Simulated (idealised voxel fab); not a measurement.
Title: Process Module voxel released beams
We display cut, a cross-section 295 nm in width whose square cells are each 5 nm.
Cross-section spec: square-cell grid; bands listed top down; each band is one or more rows.
Quick guide to a band line: top height, bottom height (nm) up front; then every material left to right with its width in nm. Only one material and it's marked "throughout"? Then it fills the band edge to edge. And "empty" just means empty space.
Below 0: as-received wafer, all one material; heights counted from there. Lowest band: no bottom, goes on down, written "0 and below".
Quick explanation for "30 to 40": the width changes in equal steps down the rows of cells, from the first number in the band's top row to the second number in its bottom row.
Step note "identical to before" = no cross-section cell changed.
For the entry "Catalogued sealed voids", the listed items are empty spaces with no open way to the top whose size is 8 cells or more; each item follows the pattern width x height at distance, where distance is from the left edge and all three are in nm.
It should be noted that, on the line of a given step, the content following the step's settings is a remark produced by the simulator itself with respect to that step.
A step line may carry the setting "overlay nm", which, for steps involving a mask, states the distance by which the mask lay to the right of its intended position; negative values denote displacement to the left.

# Listed below are the process steps as planned
1,RECEIVE: material Si
2,CONFORMAL_DEP: material Al2O3, thk nm 5
3,DIRECTIONAL_DEP: material SiO2, thk nm 20
4,MASKED_ETCH: tone open, mask id ANCHOR, width nm 35, etch materials SiO2, depth nm 20, overlay nm 0
5,CONFORMAL_DEP: material SiN, thk nm 10
6,DIRECTIONAL_DEP: material aC, thk nm 15
7,PATTERN: tone cover, mask id BEAM, material resist, width nm 110, thk nm 30, overlay nm 0
8,DIRECTIONAL_ETCH: etch materials aC, depth nm 15
9,STRIP: etch materials resist
10,DIRECTIONAL_ETCH: etch materials SiN, depth nm 10
11,STRIP: etch materials aC
12,STRIP: etch materials SiO2

# First of two wafers: run as planned

# Cross-section of the wafer at receipt, which is the condition after step 1
    0 and below  Si throughout
    Catalogued sealed voids: none

# The wafer, seen in cross-section, after step 2
    5 down to 0  Al2O3 throughout
    Nothing below the height 0 has changed.

# The wafer, seen in cross-section, after step 3
    25 down to 5  SiO2 throughout
    Nothing below the height 5 has changed.

# The wafer, seen in cross-section, after step 4
    25 down to 5  95 nm SiO2; 35 nm empty; 165 nm SiO2
    Nothing below the height 5 has changed.

# The wafer, seen in cross-section, after step 5
    35 down to 25  105 nm SiN; 15 nm empty; 175 nm SiN
    25 down to 15  95 nm SiO2; 10 nm SiN; 15 nm empty; 10 nm SiN; 165 nm SiO2
    15 down to 5  95 nm SiO2; 35 nm SiN; 165 nm SiO2
    Nothing below the height 5 has changed.

# The wafer, seen in cross-section, after step 6
    50 down to 35  105 nm aC; 15 nm empty; 175 nm aC
    35 down to 30  105 nm SiN; 15 nm empty; 175 nm SiN
    30 down to 25  105 nm SiN; 15 nm aC; 175 nm SiN
    25 down to 15  95 nm SiO2; 10 nm SiN; 15 nm aC; 10 nm SiN; 165 nm SiO2
    Nothing below the height 15 has changed.

# The wafer, seen in cross-section, after step 7
    80 down to 50  90 nm empty; 110 nm resist; 95 nm empty
    50 down to 35  105 nm aC; 15 nm resist; 175 nm aC
    35 down to 30  105 nm SiN; 15 nm resist; 175 nm SiN
    Nothing below the height 30 has changed.

# The wafer, seen in cross-section, after step 8
    65 down to 50  90 nm empty; 110 nm resist; 95 nm empty
    50 down to 35  90 nm empty; 15 nm aC; 15 nm resist; 80 nm aC; 95 nm empty
    Nothing below the height 35 has changed.

# The wafer, seen in cross-section, after step 9
    50 down to 35  90 nm empty; 15 nm aC; 15 nm empty; 80 nm aC; 95 nm empty
    35 down to 30  105 nm SiN; 15 nm empty; 175 nm SiN
    Nothing below the height 30 has changed.

# The wafer, seen in cross-section, after step 10
    50 down to 35  90 nm empty; 15 nm aC; 15 nm empty; 80 nm aC; 95 nm empty
    35 down to 30  90 nm empty; 15 nm SiN; 15 nm empty; 80 nm SiN; 95 nm empty
    30 down to 25  90 nm empty; 15 nm SiN; 15 nm aC; 80 nm SiN; 95 nm empty
    Nothing below the height 25 has changed.

# The wafer, seen in cross-section, after step 11
    35 down to 25  90 nm empty; 15 nm SiN; 15 nm empty; 80 nm SiN; 95 nm empty
    25 down to 15  95 nm SiO2; 10 nm SiN; 15 nm empty; 10 nm SiN; 165 nm SiO2
    Nothing below the height 15 has changed.

# The wafer, seen in cross-section, after step 12
    35 down to 25  90 nm empty; 15 nm SiN; 15 nm empty; 80 nm SiN; 95 nm empty
    25 down to 15  95 nm empty; 10 nm SiN; 15 nm empty; 10 nm SiN; 165 nm empty
    15 down to 5  95 nm empty; 35 nm SiN; 165 nm empty
    Nothing below the height 5 has changed.

# Wafer two: like wafer one in start and plan, but with one mistake in execution; identical up to and including step 1

# Cross-sectional representation of the second wafer at the time designated in the plan for the completion of step 2
    15 down to 0  Al2O3 throughout
    Nothing below the height 0 has changed.

# Cross-sectional representation of the second wafer at the time designated in the plan for the completion of step 3
    35 down to 15  SiO2 throughout
    Nothing below the height 15 has changed.

# Cross-sectional representation of the second wafer at the time designated in the plan for the completion of step 4
    35 down to 15  95 nm SiO2; 35 nm empty; 165 nm SiO2
    Nothing below the height 15 has changed.

# Cross-sectional representation of the second wafer at the time designated in the plan for the completion of step 5
    45 down to 35  105 nm SiN; 15 nm empty; 175 nm SiN
    35 down to 25  95 nm SiO2; 10 nm SiN; 15 nm empty; 10 nm SiN; 165 nm SiO2
    25 down to 15  95 nm SiO2; 35 nm SiN; 165 nm SiO2
    Nothing below the height 15 has changed.

# Cross-sectional representation of the second wafer at the time designated in the plan for the completion of step 6
    60 down to 45  105 nm aC; 15 nm empty; 175 nm aC
    45 down to 40  105 nm SiN; 15 nm empty; 175 nm SiN
    40 down to 35  105 nm SiN; 15 nm aC; 175 nm SiN
    35 down to 25  95 nm SiO2; 10 nm SiN; 15 nm aC; 10 nm SiN; 165 nm SiO2
    Nothing below the height 25 has changed.

# Cross-sectional representation of the second wafer at the time designated in the plan for the completion of step 7
    90 down to 60  90 nm empty; 110 nm resist; 95 nm empty
    60 down to 45  105 nm aC; 15 nm resist; 175 nm aC
    45 down to 40  105 nm SiN; 15 nm resist; 175 nm SiN
    Nothing below the height 40 has changed.

# Cross-sectional representation of the second wafer at the time designated in the plan for the completion of step 8
    75 down to 60  90 nm empty; 110 nm resist; 95 nm empty
    60 down to 45  90 nm empty; 15 nm aC; 15 nm resist; 80 nm aC; 95 nm empty
    Nothing below the height 45 has changed.

# Cross-sectional representation of the second wafer at the time designated in the plan for the completion of step 9
    60 down to 45  90 nm empty; 15 nm aC; 15 nm empty; 80 nm aC; 95 nm empty
    45 down to 40  105 nm SiN; 15 nm empty; 175 nm SiN
    Nothing below the height 40 has changed.

# Cross-sectional representation of the second wafer at the time designated in the plan for the completion of step 10
    60 down to 45  90 nm empty; 15 nm aC; 15 nm empty; 80 nm aC; 95 nm empty
    45 down to 40  90 nm empty; 15 nm SiN; 15 nm empty; 80 nm SiN; 95 nm empty
    40 down to 35  90 nm empty; 15 nm SiN; 15 nm aC; 80 nm SiN; 95 nm empty
    Nothing below the height 35 has changed.

# Cross-sectional representation of the second wafer at the time designated in the plan for the completion of step 11
    45 down to 35  90 nm empty; 15 nm SiN; 15 nm empty; 80 nm SiN; 95 nm empty
    35 down to 25  95 nm SiO2; 10 nm SiN; 15 nm empty; 10 nm SiN; 165 nm SiO2
    Nothing below the height 25 has changed.

# Cross-sectional representation of the second wafer at the time designated in the plan for the completion of step 12
    45 down to 35  90 nm empty; 15 nm SiN; 15 nm empty; 80 nm SiN; 95 nm empty
    35 down to 25  95 nm empty; 10 nm SiN; 15 nm empty; 10 nm SiN; 165 nm empty
    25 down to 15  95 nm empty; 35 nm SiN; 165 nm empty
    Nothing below the height 15 has changed.
What was the processing mistake? not per plan at step 2, really ran CONFORMAL_DEP: material Al2O3, thk nm 15
Final comparison by cell count, materials where the second wafer has more or fewer than the first: Al2O3 +118
